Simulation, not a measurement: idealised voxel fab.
process module | voxel lift off
cross-section cut | 210 nm wide | cells 5 nm
A cross-section is a grid of square cells, given in bands from the top down. A band is one or more rows of cells.
Each band's line starts with the height of the band's top and of its bottom, in nm. Then come its materials from left to right, each with its width in nm. One material with "throughout" fills the band from edge to edge. "air" is empty space.
Height 0 is the level under which the wafer as received is all one material. The lowest band goes on downwards, as in "0 down".
A width such as "30 to 40" changes by the same amount from each row of cells to the next, from the band's top row to its bottom row.
"no change" after a step means that no cell of the cross-section changed.
closed voids: empty space of 8 cells or more with no open way to the top, each as width x height at its distance from the left edge, in nm
after a step's settings: what the simulator itself notes on the step
overlay nm, on a step with a mask: how far to the right of its planned place the mask lay; to the left if negative
plan
1 op RECEIVE | material Si
2 op CONFORMAL_DEP | material SiO2 | thk nm 5
3 op PATTERN | tone open | mask id LINES | material resist | width nm 20 | pitch nm 35 | thk nm 20 | overlay nm 0
4 op DIRECTIONAL_DEP | material Ru | thk nm 5
5 op STRIP | etch materials resist
6 op CONFORMAL_DEP | material SiCN | thk nm 10
as received, after step 1
  0 down: Si throughout
  closed voids: none
a wafer at the end: this start, this plan, one mistake
  20 to 10: SiCN throughout
  10 to 5: Ru 60 | SiCN 20 | Ru 15 | SiCN 20 | Ru 15 | SiCN 20 | Ru 60
  5 to 0: SiO2 throughout
  0 down: Si throughout
  closed voids: none
what went wrong: step 3 ran as: op PATTERN | tone cover | mask id LINES | material resist | width nm 20 | pitch nm 35 | thk nm 20 | overlay nm 0
